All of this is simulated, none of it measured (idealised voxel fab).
The following process module bears the name voxel capacitor over wiring.
Section shown: cut. Width: 190 nm. Cell size: 5 nm, square.
In what follows, cross-sections appear as grids of square cells, described through bands that run from the top down, where every band is one or more rows of cells. Top, bottom (nm), then materials left to right with widths (nm); lone material tagged "throughout" fills the whole band edge to edge; "blank" = empty space. Beneath 0, the wafer as received is one material, and that level is where height counting begins. The lowest band goes on downward without a bottom; it is written like "z 0 and below". So if you see something like "30->40" for the width, read it as the top row of the band sitting at the first number and the bottom row at the second, with every row in between moving by the same amount as the last. "left unchanged" -> step changed no cross-section cell. So "Entrapped voids" is basically the list of trapped voids: any empty space of 8 cells or more that can't reach the top through an opening. They're written width x height at distance, the distance being from the left edge, and it's all nm. Where a step's line continues beyond its settings, the continuation is a remark by the simulator itself on that step. overlay nm: mask right of planned place by this much (step with mask). Neg. = left.
-- The steps planned for the process are as follows
- 1: RECEIVE: material Si
- 2: CONFORMAL_DEP: material SiO2, thk nm 10
- 3: DIRECTIONAL_DEP: material TiN, thk nm 5
- 4: DIRECTIONAL_DEP: material W, thk nm 15
- 5: DIRECTIONAL_DEP: material aC, thk nm 10
- 6: PATTERN: tone cover, mask id METAL_1, material resist, width nm 30, pitch nm 100, thk nm 25, overlay nm 0
- 7: DIRECTIONAL_ETCH: etch materials aC, depth nm 10
- 8: STRIP: etch materials resist
- 9: DIRECTIONAL_ETCH: etch materials W, depth nm 15
- 10: DIRECTIONAL_ETCH: etch materials TiN, depth nm 5
- 11: STRIP: etch materials aC
- 12: FILL_DEP: material SiO2, thk nm 10
- 13: CMP: height nm 30
- 14: CONFORMAL_DEP: material SiCN, thk nm 5
- 15: DIRECTIONAL_DEP: material SiO2, thk nm 20
- 16: PATTERN: tone open, mask id PLUG_1, material resist, width nm 15, thk nm 15, overlay nm 0
- 17: DIRECTIONAL_ETCH: etch materials SiO2, depth nm 20
- 18: DIRECTIONAL_ETCH: etch materials SiCN, depth nm 5
- 19: STRIP: etch materials resist
- 20: EPI: material Ru, thk nm 10
- 21: EPI: material Ru, thk nm 10
- 22: EPI: material Ru, thk nm 5
- 23: DIRECTIONAL_DEP: material TiN, thk nm 5
- 24: DIRECTIONAL_DEP: material HfO2, thk nm 5
- 25: DIRECTIONAL_DEP: material TiN, thk nm 10
- 26: DIRECTIONAL_DEP: material aC, thk nm 10
- 27: PATTERN: tone cover, mask id UPPER_PLATE, material resist, width nm 75, thk nm 30, overlay nm 0
- 28: DIRECTIONAL_ETCH: etch materials aC, depth nm 10
- 29: STRIP: etch materials resist
- 30: DIRECTIONAL_ETCH: etch materials TiN, depth nm 10
- 31: DIRECTIONAL_ETCH: etch materials HfO2, depth nm 5
- 32: STRIP: etch materials aC
- 33: DIRECTIONAL_DEP: material aC, thk nm 10
- 34: PATTERN: tone cover, mask id LOWER_PLATE, material resist, width nm 85, thk nm 25, overlay nm 0
- 35: DIRECTIONAL_ETCH: etch materials aC, depth nm 10
- 36: STRIP: etch materials resist
- 37: DIRECTIONAL_ETCH: etch materials TiN, depth nm 5
- 38: STRIP: etch materials aC
- 39: FILL_DEP: material SiO2, thk nm 15
- 40: CMP: height nm 85
- 41: DIRECTIONAL_DEP: material aC, thk nm 15
- 42: PATTERN: tone open, mask id PLUG_2, material resist, width nm 15, thk nm 35, overlay nm 0
- 43: DIRECTIONAL_ETCH: etch materials aC, depth nm 15
- 44: STRIP: etch materials resist
- 45: DIRECTIONAL_ETCH: etch materials SiO2, depth nm 10
- 46: STRIP: etch materials aC
- 47: CONFORMAL_DEP: material TiN, thk nm 5
- 48: FILL_DEP: material Ru, thk nm 5
- 49: CMP: height nm 85
- 50: CONFORMAL_DEP: material SiN, thk nm 5
Variable across wafers: step 3 thk nm (plan value is that of the first wafer; starting state common to all).
-- Received wafers, first of several: cross-section after step 1
  z 0 and below | Si throughout
  Entrapped voids: none
-- After the module's final step, step 50: the first of several wafers in cross-section
  z 90 to 85 | SiN throughout
  z 85 to 80 | SiO2 55 | TiN 5 | Ru 5 | TiN 5 | SiO2 120
  z 80 to 75 | SiO2 55 | TiN 15 | SiO2 120
  z 75 to 65 | SiO2 45 | TiN 75 | SiO2 70
  z 65 to 60 | SiO2 45 | HfO2 75 | SiO2 70
  z 60 to 55 | SiO2 40 | TiN 85 | SiO2 65
  z 55 to 35 | SiO2 45 | Ru 15 | SiO2 130
  z 35 to 30 | SiCN 45 | Ru 15 | SiCN 130
  z 30 to 15 | SiO2 30 | W 30 | SiO2 70 | W 30 | SiO2 30
  z 15 to 10 | SiO2 30 | TiN 30 | SiO2 70 | TiN 30 | SiO2 30
  z 10 to 0 | SiO2 throughout
  z 0 and below | Si throughout
  Entrapped voids: none
-- Cross-sectional view, end of module, last wafer of several
  z 90 to 85 | SiN throughout
  z 85 to 80 | SiO2 55 | TiN 5 | Ru 5 | TiN 5 | SiO2 120
  z 80 to 75 | SiO2 55 | TiN 15 | SiO2 120
  z 75 to 65 | SiO2 45 | TiN 75 | SiO2 70
  z 65 to 60 | SiO2 45 | HfO2 75 | SiO2 70
  z 60 to 55 | SiO2 40 | TiN 85 | SiO2 65
  z 55 to 35 | SiO2 45 | Ru 15 | SiO2 130
  z 35 to 30 | SiCN 45 | Ru 15 | SiCN 130
  z 30 to 25 | SiO2 30 | TiN 30 | SiO2 70 | TiN 30 | SiO2 30
  z 25 to 10 | TiN throughout
  z 10 to 0 | SiO2 throughout
  z 0 and below | Si throughout
  Entrapped voids: none
-- Every row in this table is a wafer at the end of the module, and it gives, for each of the materials, the cells that wafer has gained (+) or lost (-) since it was received, then its closed voids
thk nm 5 | +15 HfO2 | +16 Ru | +35 SiCN | +38 SiN | +480 SiO2 | +64 TiN | +36 W | Entrapped voids: none
thk nm 10 | +15 HfO2 | +16 Ru | +35 SiCN | +38 SiN | +454 SiO2 | +102 TiN | +24 W | Entrapped voids: none
thk nm 15 | +15 HfO2 | +16 Ru | +35 SiCN | +38 SiN | +428 SiO2 | +140 TiN | +12 W | Entrapped voids: none
thk nm 20 | +15 HfO2 | +16 Ru | +35 SiCN | +38 SiN | +402 SiO2 | +178 TiN | Entrapped voids: none
